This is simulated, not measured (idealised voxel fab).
Process module under the name voxel ribs on slabs
Square cell edge 5 nm, section width 280 nm, ID cut.
If you're reading a cross-section in this doc, picture square cells in a grid; it comes to you as bands, top ones listed first down to the bottom, and a band can be one or more rows of cells.
Top height, bottom height, nm. Materials left to right, width each, nm. Single material + "throughout" = fills band edge to edge. "air" = empty.
Heights from 0 (as-received wafer is one material below). Bottom band endless downward, as "from 0 down".
The two numbers in a width such as "30->40" mark its ends across the band: the first belongs to the top row of cells, the second to the bottom row, and from each row to the next the width moves by the same amount.
A step reported as "nothing was modified" is a step in which no cell of the cross-section changed.
In the "Sealed voids" entry, you get each enclosed empty space of 8 cells or more, one with no open way to the top, written width x height at distance, distance from the left edge, in nm.
after a step's settings: what the simulator itself notes on the step
overlay nm: on a step with a mask, how far right of its planned place the mask lay; negative means left.
Planned step list for the process
1 RECEIVE: material Si
2 DIRECTIONAL_DEP: material SiO2, thk nm 25
3 DIRECTIONAL_DEP: material SiN, thk nm 25
4 DIRECTIONAL_DEP: material aC, thk nm 15
5 PATTERN: tone cover, mask id RIB, material resist, width nm 30, thk nm 35, overlay nm 0
6 DIRECTIONAL_ETCH: etch materials aC, depth nm 15
7 STRIP: etch materials resist
8 DIRECTIONAL_ETCH: etch materials SiN, depth nm 10
9 STRIP: etch materials aC
10 DIRECTIONAL_DEP: material aC, thk nm 10
11 PATTERN: tone cover, mask id SLAB, material resist, width nm 90, thk nm 25, overlay nm 0
12 DIRECTIONAL_ETCH: etch materials aC, depth nm 10
13 STRIP: etch materials resist
14 DIRECTIONAL_ETCH: etch materials SiN, depth nm 15
15 STRIP: etch materials aC
16 FILL_DEP: material SiO2, thk nm 25
17 CMP: height nm 65
18 DIRECTIONAL_DEP: material TiN, thk nm 5
19 DIRECTIONAL_DEP: material aC, thk nm 15
20 PATTERN: tone cover, mask id HEATER, material resist, width nm 40, thk nm 35, overlay nm 0
21 DIRECTIONAL_ETCH: etch materials aC, depth nm 15
22 STRIP: etch materials resist
23 DIRECTIONAL_ETCH: etch materials TiN, depth nm 5
24 STRIP: etch materials aC
25 CONFORMAL_DEP: material SiO2, thk nm 10
As-received wafer cross-section (after step 1)
> from 0 down: Si throughout
> Sealed voids: none
Cross-section taken at module completion on the first of two wafers; processed per the plan
> from 80 to 75: 110 air, 60 SiO2, 110 air
> from 75 to 70: SiO2 throughout
> from 70 to 65: 120 SiO2, 40 TiN, 120 SiO2
> from 65 to 50: SiO2 throughout
> from 50 to 40: 125 SiO2, 30 SiN, 125 SiO2
> from 40 to 25: 95 SiO2, 90 SiN, 95 SiO2
> from 25 to 0: SiO2 throughout
> from 0 down: Si throughout
> Sealed voids: none
Second wafer through the module, sectioned at the end: same beginning and same plan as the first wafer, with one mistake in carrying it out
> from 80 to 75: 110 air, 60 SiO2, 110 air
> from 75 to 70: SiO2 throughout
> from 70 to 65: 120 SiO2, 40 TiN, 120 SiO2
> from 65 to 50: SiO2 throughout
> from 50 to 40: 125 SiO2, 30 SiN, 125 SiO2
> from 40 to 25: 90 SiO2, 90 SiN, 100 SiO2
> from 25 to 0: SiO2 throughout
> from 0 down: Si throughout
> Sealed voids: none
Heads up, the wafer didn't run the way we planned it: step 11 ran differently from the plan; actual operation with settings: PATTERN: tone cover, mask id SLAB, material resist, width nm 90, thk nm 25, overlay nm -5
The two final wafers agree on how many cells each material fills and disagree on which cells those are.
